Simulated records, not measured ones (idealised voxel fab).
This is a process module. Its name is voxel gate over fins.
215 nm wide, 5 nm square cells: that's cross-section cut.
Just so we're on the same page, the cross-sections are grids of square cells, and they're listed out in bands top to bottom, each band one or more rows deep.
The entry gives the band's vertical extent as a top height and a bottom height in nm, then its horizontal make-up as materials from left to right, each with a width in nm. "air" stands for empty space; a single material marked "full width" fills the band edge to edge.
Heights from 0 (as-received wafer is one material below). Bottom band endless downward, as "0 nm and below".
A width given as "30..40" starts at the first number in the band's top row and ends at the second number in its bottom row, shifting by an equal amount at every step from row to row.
You'll sometimes find "remains unaltered" written for a step, and that's the way of saying that nowhere in the cross-section did a cell change during that step.
In the "Enclosed void catalog" entry, you get each enclosed empty space of 8 cells or more, one with no open way to the top, written width x height at distance, distance from the left edge, in nm.
Anything after a step's settings on that line? It's the simulator's own note about the step.
The "overlay nm" setting may appear on a step's line; for a step that uses a mask, it gives how far to the right of its planned position the mask lay, and a negative value indicates the left.

Planned step list for the process:
1. RECEIVE: material Si
2. CONFORMAL_DEP: material SiN, thk nm 10
3. DIRECTIONAL_DEP: material aC, thk nm 15
4. PATTERN: tone cover, mask id FINS, material resist, width nm 15, pitch nm 40, thk nm 30, overlay nm 0
5. DIRECTIONAL_ETCH: etch materials aC, depth nm 15
6. STRIP: etch materials resist
7. DIRECTIONAL_ETCH: etch materials SiN, depth nm 10
8. DIRECTIONAL_ETCH: etch materials Si, depth nm 40
9. STRIP: etch materials aC
10. FILL_DEP: material SiO2, thk nm 5
11. CMP: height nm 10
12. SELECTIVE_ETCH: etch materials SiO2, depth nm 25
13. STRIP: etch materials SiN
14. CONFORMAL_DEP: material HfO2, thk nm 5
15. CONFORMAL_DEP: material TiN, thk nm 5
16. CONFORMAL_DEP: material TiAl, thk nm 5
17. CONFORMAL_DEP: material TiN, thk nm 5
18. FILL_DEP: material W, thk nm 15
19. CMP: height nm 30
20. CONFORMAL_DEP: material SiCN, thk nm 10

Wafer as received: cross-section following step 1:
  0 nm and below  Si full width
  Enclosed void catalog: none

Figure: cross-sectional view of the wafer upon completion of the module, processed from the initial state and according to the plan depicted above, with one error introduced during execution:
  40 nm to 30 nm  SiCN full width
  30 nm to 20 nm  W full width
  20 nm to 15 nm  40 of W; 135 of TiN; 40 of W
  15 nm to 10 nm  40 of W; 5 of TiN; 125 of TiAl; 5 of TiN; 40 of W
  10 nm to 5 nm  40 of W; 5 of TiN; 5 of TiAl; 35 of TiN; 5 of TiAl; 35 of TiN; 5 of TiAl; 35 of TiN; 5 of TiAl; 5 of TiN; 40 of W
  5 nm to 0 nm  45 of TiN; 5 of TiAl; 5 of TiN; 25 of HfO2; 5 of TiN; 5 of TiAl; 5 of TiN; 25 of HfO2; 5 of TiN; 5 of TiAl; 5 of TiN; 25 of HfO2; 5 of TiN; 5 of TiAl; 45 of TiN
  0 nm to -5 nm  50 of TiAl; 5 of TiN; 5 of HfO2; 15 of Si; 5 of HfO2; 5 of TiN; 5 of TiAl; 5 of TiN; 5 of HfO2; 15 of Si; 5 of HfO2; 5 of TiN; 5 of TiAl; 5 of TiN; 5 of HfO2; 15 of Si; 5 of HfO2; 5 of TiN; 50 of TiAl
  -5 nm to -10 nm  45 of TiN; 5 of TiAl; 5 of TiN; 5 of HfO2; 15 of Si; 5 of HfO2; 5 of TiN; 5 of TiAl; 5 of TiN; 5 of HfO2; 15 of Si; 5 of HfO2; 5 of TiN; 5 of TiAl; 5 of TiN; 5 of HfO2; 15 of Si; 5 of HfO2; 5 of TiN; 5 of TiAl; 45 of TiN
  -10 nm to -15 nm  40 of HfO2; 5 of TiN; 5 of TiAl; 5 of TiN; 5 of HfO2; 15 of Si; 5 of HfO2; 5 of TiN; 5 of TiAl; 5 of TiN; 5 of HfO2; 15 of Si; 5 of HfO2; 5 of TiN; 5 of TiAl; 5 of TiN; 5 of HfO2; 15 of Si; 5 of HfO2; 5 of TiN; 5 of TiAl; 5 of TiN; 40 of HfO2
  -15 nm to -20 nm  35 of SiO2; 5 of HfO2; 15 of TiN; 5 of HfO2; 15 of Si; 5 of HfO2; 15 of TiN; 5 of HfO2; 15 of Si; 5 of HfO2; 15 of TiN; 5 of HfO2; 15 of Si; 5 of HfO2; 15 of TiN; 5 of HfO2; 35 of SiO2
  -20 nm to -25 nm  35 of SiO2; 25 of HfO2; 15 of Si; 25 of HfO2; 15 of Si; 25 of HfO2; 15 of Si; 25 of HfO2; 35 of SiO2
  -25 nm to -40 nm  60 of SiO2; 15 of Si; 25 of SiO2; 15 of Si; 25 of SiO2; 15 of Si; 60 of SiO2
  -40 nm and below  Si full width
  Enclosed void catalog: none
Error vs. plan: ran 12 and 13 in swapped order versus the plan
